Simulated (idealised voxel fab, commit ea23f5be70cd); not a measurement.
process module | voxel trench capacitor
cross-section cut | 300 nm wide | cells 5 nm
A cross-section is a grid of square cells, given in bands from the top down. A band is one or more rows of cells.
Each band's line starts with the height of the band's top and of its bottom, in nm. Then come its materials from left to right, each with its width in nm. One material with "throughout" fills the band from edge to edge. "air" is empty space.
Height 0 is the level under which the wafer as received is all one material. The lowest band goes on downwards, as in "0 down".
A width such as "30 to 40" changes by the same amount from each row of cells to the next, from the band's top row to its bottom row.
"no change" after a step means that no cell of the cross-section changed.
closed voids: empty space of 8 cells or more with no open way to the top, each as width x height at its distance from the left edge, in nm
after a step's settings: what the simulator itself notes on the step
overlay nm, on a step with a mask: how far to the right of its planned place the mask lay; to the left if negative
plan
1 op RECEIVE | material Si
2 op CONFORMAL_DEP | material SiN | thk nm 5
3 op DIRECTIONAL_DEP | material aC | thk nm 10
4 op PATTERN | tone open | mask id TRENCH | material resist | width nm 20 | pitch nm 35 | thk nm 30 | overlay nm 0
5 op DIRECTIONAL_ETCH | etch materials aC | depth nm 10
6 op STRIP | etch materials resist
7 op DIRECTIONAL_ETCH | etch materials SiN | depth nm 5
8 op DIRECTIONAL_ETCH | etch materials Si | depth nm 35
9 op STRIP | etch materials aC
10 op CONFORMAL_DEP | material SiO2 | thk nm 5
11 op FILL_DEP | material polySi | thk nm 10
12 op CMP | height nm 5
first wafer, as planned
as received, after step 1
  0 down: Si throughout
  closed voids: none
after step 2
  5 to 0: SiN throughout
  below 0: unchanged
after step 3
  15 to 5: aC throughout
  below 5: unchanged
after step 4
  45 to 15: resist 105 | air 20 | resist 15 | air 20 | resist 15 | air 20 | resist 105
  below 15: unchanged
after step 5
  35 to 15: resist 105 | air 20 | resist 15 | air 20 | resist 15 | air 20 | resist 105
  15 to 5: aC 105 | air 20 | aC 15 | air 20 | aC 15 | air 20 | aC 105
  below 5: unchanged
after step 6
  15 to 5: aC 105 | air 20 | aC 15 | air 20 | aC 15 | air 20 | aC 105
  below 5: unchanged
after step 7
  15 to 5: aC 105 | air 20 | aC 15 | air 20 | aC 15 | air 20 | aC 105
  5 to 0: SiN 105 | air 20 | SiN 15 | air 20 | SiN 15 | air 20 | SiN 105
  below 0: unchanged
after step 8
  15 to 5: aC 105 | air 20 | aC 15 | air 20 | aC 15 | air 20 | aC 105
  5 to 0: SiN 105 | air 20 | SiN 15 | air 20 | SiN 15 | air 20 | SiN 105
  0 to -35: Si 105 | air 20 | Si 15 | air 20 | Si 15 | air 20 | Si 105
  below -35: unchanged
after step 9
  5 to 0: SiN 105 | air 20 | SiN 15 | air 20 | SiN 15 | air 20 | SiN 105
  below 0: unchanged
after step 10
  10 to 5: SiO2 110 | air 10 | SiO2 25 | air 10 | SiO2 25 | air 10 | SiO2 110
  5 to 0: SiN 105 | SiO2 5 | air 10 | SiO2 5 | SiN 15 | SiO2 5 | air 10 | SiO2 5 | SiN 15 | SiO2 5 | air 10 | SiO2 5 | SiN 105
  0 to -30: Si 105 | SiO2 5 | air 10 | SiO2 5 | Si 15 | SiO2 5 | air 10 | SiO2 5 | Si 15 | SiO2 5 | air 10 | SiO2 5 | Si 105
  -30 to -35: Si 105 | SiO2 20 | Si 15 | SiO2 20 | Si 15 | SiO2 20 | Si 105
  below -35: unchanged
after step 11
  20 to 10: polySi throughout
  10 to 5: SiO2 110 | polySi 10 | SiO2 25 | polySi 10 | SiO2 25 | polySi 10 | SiO2 110
  5 to 0: SiN 105 | SiO2 5 | polySi 10 | SiO2 5 | SiN 15 | SiO2 5 | polySi 10 | SiO2 5 | SiN 15 | SiO2 5 | polySi 10 | SiO2 5 | SiN 105
  0 to -30: Si 105 | SiO2 5 | polySi 10 | SiO2 5 | Si 15 | SiO2 5 | polySi 10 | SiO2 5 | Si 15 | SiO2 5 | polySi 10 | SiO2 5 | Si 105
  below -30: unchanged
after step 12
  5 to 0: SiN 105 | SiO2 5 | polySi 10 | SiO2 5 | SiN 15 | SiO2 5 | polySi 10 | SiO2 5 | SiN 15 | SiO2 5 | polySi 10 | SiO2 5 | SiN 105
  below 0: unchanged
second wafer: like start, like plan, one mistake. Through step 3 it matches the first wafer
when step 4 should have ended
  45 to 15: air 105 | resist 20 | air 15 | resist 20 | air 15 | resist 20 | air 105
  below 15: unchanged
when step 5 should have ended
  35 to 15: air 105 | resist 20 | air 15 | resist 20 | air 15 | resist 20 | air 105
  15 to 5: air 105 | aC 20 | air 15 | aC 20 | air 15 | aC 20 | air 105
  below 5: unchanged
when step 6 should have ended
  15 to 5: air 105 | aC 20 | air 15 | aC 20 | air 15 | aC 20 | air 105
  below 5: unchanged
when step 7 should have ended
  15 to 5: air 105 | aC 20 | air 15 | aC 20 | air 15 | aC 20 | air 105
  5 to 0: air 105 | SiN 20 | air 15 | SiN 20 | air 15 | SiN 20 | air 105
  below 0: unchanged
when step 8 should have ended
  15 to 5: air 105 | aC 20 | air 15 | aC 20 | air 15 | aC 20 | air 105
  5 to 0: air 105 | SiN 20 | air 15 | SiN 20 | air 15 | SiN 20 | air 105
  0 to -35: air 105 | Si 20 | air 15 | Si 20 | air 15 | Si 20 | air 105
  below -35: unchanged
when step 9 should have ended
  5 to 0: air 105 | SiN 20 | air 15 | SiN 20 | air 15 | SiN 20 | air 105
  below 0: unchanged
when step 10 should have ended
  10 to 5: air 100 | SiO2 30 | air 5 | SiO2 30 | air 5 | SiO2 30 | air 100
  5 to 0: air 100 | SiO2 5 | SiN 20 | SiO2 5 | air 5 | SiO2 5 | SiN 20 | SiO2 5 | air 5 | SiO2 5 | SiN 20 | SiO2 5 | air 100
  0 to -30: air 100 | SiO2 5 | Si 20 | SiO2 5 | air 5 | SiO2 5 | Si 20 | SiO2 5 | air 5 | SiO2 5 | Si 20 | SiO2 5 | air 100
  -30 to -35: SiO2 105 | Si 20 | SiO2 15 | Si 20 | SiO2 15 | Si 20 | SiO2 105
  below -35: unchanged
when step 11 should have ended
  20 to 10: polySi throughout
  10 to 5: polySi 100 | SiO2 30 | polySi 5 | SiO2 30 | polySi 5 | SiO2 30 | polySi 100
  5 to 0: polySi 100 | SiO2 5 | SiN 20 | SiO2 5 | polySi 5 | SiO2 5 | SiN 20 | SiO2 5 | polySi 5 | SiO2 5 | SiN 20 | SiO2 5 | polySi 100
  0 to -30: polySi 100 | SiO2 5 | Si 20 | SiO2 5 | polySi 5 | SiO2 5 | Si 20 | SiO2 5 | polySi 5 | SiO2 5 | Si 20 | SiO2 5 | polySi 100
  below -30: unchanged
when step 12 should have ended
  5 to 0: polySi 100 | SiO2 5 | SiN 20 | SiO2 5 | polySi 5 | SiO2 5 | SiN 20 | SiO2 5 | polySi 5 | SiO2 5 | SiN 20 | SiO2 5 | polySi 100
  below 0: unchanged
what went wrong: step 4 ran as: op PATTERN | tone cover | mask id TRENCH | material resist | width nm 20 | pitch nm 35 | thk nm 30 | overlay nm 0
at the end the second wafer has, in cells: 252 fewer of Si | 36 fewer of SiN | 36 more of SiO2 | 252 more of polySi
